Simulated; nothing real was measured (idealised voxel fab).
The name of this process module is voxel spacer lines.
The cross-section on display is named cut; it measures 280 nm wide, and its cells are 5 nm squares.
Cross-section = grid of square cells, listed top down in bands; band = one or more rows. Heights first: top, then bottom, in nm. Then materials, left to right, each with a width in nm. "all across" on a single material: fills the band edge to edge. "empty": empty space. Beneath 0, the wafer as received is one material, and that level is where height counting begins. The lowest band goes on downward without a bottom; it is written like "0..down". Width: "30 to 40" (first number = top row, second number = bottom row, same change from row to row of cells). For the purposes of this document, the phrase "remained unchanged" attached to a step denotes that no cell within the cross-section was modified by that step. What "Closed void register" gives you is every empty space of 8 cells or more that is cut off from the top. Each appears as width x height at distance, with the distance taken from the left edge and width, height and distance all in nm. If you see something after the settings on a step's line, that's the simulator's own remark about that step. overlay nm: where the mask lay relative to plan, measured to the right, on steps with a mask; negatives go left.

-- Intended process steps
1: op RECEIVE | material Si
2: op CONFORMAL_DEP | material Al2O3 | thk nm 5
3: op DIRECTIONAL_DEP | material polySi | thk nm 10
4: op DIRECTIONAL_DEP | material aC | thk nm 20
5: op PATTERN | tone cover | mask id MANDREL | material resist | width nm 15 | pitch nm 60 | thk nm 30 | overlay nm 0
6: op DIRECTIONAL_ETCH | etch materials aC | depth nm 20
7: op STRIP | etch materials resist
8: op CONFORMAL_DEP | material SiO2 | thk nm 15
9: op DIRECTIONAL_ETCH | etch materials SiO2 | depth nm 15
10: op STRIP | etch materials aC
11: op DIRECTIONAL_ETCH | etch materials polySi | depth nm 10
12: op STRIP | etch materials SiO2

-- Wafer cross-section on receipt, i.e. after step 1
* 0..down = Si all across
* Closed void register: none

-- Wafer cross-section at module end: first of two, run to plan
* 15..5 = 55 nm empty, 15 nm polySi, 15 nm empty, 15 nm polySi, 15 nm empty, 15 nm polySi, 15 nm empty, 15 nm polySi, 15 nm empty, 15 nm polySi, 15 nm empty, 15 nm polySi, 60 nm empty
* 5..0 = Al2O3 all across
* 0..down = Si all across
* Closed void register: none

-- second wafer at the end: like start, like plan, one mistake
* 15..5 = 50 nm empty, 15 nm polySi, 15 nm empty, 15 nm polySi, 15 nm empty, 15 nm polySi, 15 nm empty, 15 nm polySi, 15 nm empty, 15 nm polySi, 15 nm empty, 15 nm polySi, 65 nm empty
* 5..0 = Al2O3 all across
* 0..down = Si all across
* Closed void register: none
Heads up, the wafer didn't run the way we planned it: contrary to plan, step 5 was performed as op PATTERN | tone cover | mask id MANDREL | material resist | width nm 15 | pitch nm 60 | thk nm 30 | overlay nm -5
If you tally the cells, the second wafer ends up with the same amount of every material as the first; it's all just sitting in different places.
